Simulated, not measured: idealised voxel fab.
Process module under the name voxel tone inversion
Square cell edge 5 nm, section width 295 nm, ID cut.
Throughout this document, each cross-section is represented as a grid of square cells and is presented as a sequence of bands enumerated from the top downward, where a band comprises one or more rows of cells.
Heights first: top, then bottom, in nm. Then materials, left to right, each with a width in nm. "full width" on a single material: fills the band edge to edge. "air": empty space.
Below 0: as-received wafer, all one material; heights counted from there. Lowest band: no bottom, goes on down, written "z 0 and below".
So if you see something like "30->40" for the width, read it as the top row of the band sitting at the first number and the bottom row at the second, with every row in between moving by the same amount as the last.
Where the words "remained the same" appear for a step, the cross-section shows no cell changed by that step; every cell remained as before.
The entry "Closed void listing" lists the empty spaces that cover at least 8 cells and have no open path to the top. Each is written as width x height at distance, where the distance is measured from the left edge and all three values are in nm.
Whatever follows a step's settings on its line is a remark the simulator itself makes about that step.
Among the settings permitted on a step's line is "overlay nm"; applied to a step with a mask, it specifies the extent to which the mask lay to the right of its planned position, whereas a negative figure signifies a position to the left.
These are the steps we planned for the process
1 RECEIVE (material Si)
2 CONFORMAL_DEP (material SiN; thk nm 5)
3 DIRECTIONAL_DEP (material aC; thk nm 20)
4 PATTERN (tone cover; mask id POSTS; material resist; width nm 15; pitch nm 30; thk nm 25; overlay nm 0)
5 DIRECTIONAL_ETCH (etch materials aC; depth nm 20)
6 STRIP (etch materials resist)
7 FILL_DEP (material SiO2; thk nm 5)
8 CMP (height nm 25)
9 STRIP (etch materials aC)
First wafer of two (run as planned)
Received-state cross-section, reflecting completion of step 1
> z 0 and below = Si full width
> Closed void listing: none
Wafer xsec, post step 2
> z 5 to 0 = SiN full width
> Everything under 0 stays put, no change at all.
Wafer xsec, post step 3
> z 25 to 5 = aC full width
> Everything under 5 stays put, no change at all.
Wafer xsec, post step 4
> z 50 to 25 = 110 nm air; 15 nm resist; 15 nm air; 15 nm resist; 15 nm air; 15 nm resist; 110 nm air
> Everything under 25 stays put, no change at all.
Wafer xsec, post step 5
> z 30 to 25 = 110 nm air; 15 nm resist; 15 nm air; 15 nm resist; 15 nm air; 15 nm resist; 110 nm air
> z 25 to 5 = 110 nm air; 15 nm aC; 15 nm air; 15 nm aC; 15 nm air; 15 nm aC; 110 nm air
> Everything under 5 stays put, no change at all.
Wafer xsec, post step 6
> z 25 to 5 = 110 nm air; 15 nm aC; 15 nm air; 15 nm aC; 15 nm air; 15 nm aC; 110 nm air
> Everything under 5 stays put, no change at all.
Wafer xsec, post step 7
> z 30 to 25 = SiO2 full width
> z 25 to 5 = 110 nm SiO2; 15 nm aC; 15 nm SiO2; 15 nm aC; 15 nm SiO2; 15 nm aC; 110 nm SiO2
> Everything under 5 stays put, no change at all.
Wafer xsec, post step 8
> z 25 to 5 = 110 nm SiO2; 15 nm aC; 15 nm SiO2; 15 nm aC; 15 nm SiO2; 15 nm aC; 110 nm SiO2
> Everything under 5 stays put, no change at all.
Wafer xsec, post step 9
> z 25 to 5 = 110 nm SiO2; 15 nm air; 15 nm SiO2; 15 nm air; 15 nm SiO2; 15 nm air; 110 nm SiO2
> Everything under 5 stays put, no change at all.
Regarding the second of the two wafers: it shared the first wafer's starting condition and process plan, yet one error occurred during its execution. Its history coincides with that of the first wafer up to and including step 3
Cross-section of the second wafer when, according to plan, step 4 should have finished
> z 50 to 25 = 100 nm air; 15 nm resist; 15 nm air; 15 nm resist; 15 nm air; 15 nm resist; 120 nm air
> Everything under 25 stays put, no change at all.
Cross-section of the second wafer when, according to plan, step 5 should have finished
> z 30 to 25 = 100 nm air; 15 nm resist; 15 nm air; 15 nm resist; 15 nm air; 15 nm resist; 120 nm air
> z 25 to 5 = 100 nm air; 15 nm aC; 15 nm air; 15 nm aC; 15 nm air; 15 nm aC; 120 nm air
> Everything under 5 stays put, no change at all.
Cross-section of the second wafer when, according to plan, step 6 should have finished
> z 25 to 5 = 100 nm air; 15 nm aC; 15 nm air; 15 nm aC; 15 nm air; 15 nm aC; 120 nm air
> Everything under 5 stays put, no change at all.
Cross-section of the second wafer when, according to plan, step 7 should have finished
> z 30 to 25 = SiO2 full width
> z 25 to 5 = 100 nm SiO2; 15 nm aC; 15 nm SiO2; 15 nm aC; 15 nm SiO2; 15 nm aC; 120 nm SiO2
> Everything under 5 stays put, no change at all.
Cross-section of the second wafer when, according to plan, step 8 should have finished
> z 25 to 5 = 100 nm SiO2; 15 nm aC; 15 nm SiO2; 15 nm aC; 15 nm SiO2; 15 nm aC; 120 nm SiO2
> Everything under 5 stays put, no change at all.
Cross-section of the second wafer when, according to plan, step 9 should have finished
> z 25 to 5 = 100 nm SiO2; 15 nm air; 15 nm SiO2; 15 nm air; 15 nm SiO2; 15 nm air; 120 nm SiO2
> Everything under 5 stays put, no change at all.
Diagnosis: contrary to plan, step 4 was performed as PATTERN (tone cover; mask id POSTS; material resist; width nm 15; pitch nm 30; thk nm 25; overlay nm -10)
Tallied in cells, the final second wafer holds each material in the same quantity as the first, although not at the same places.
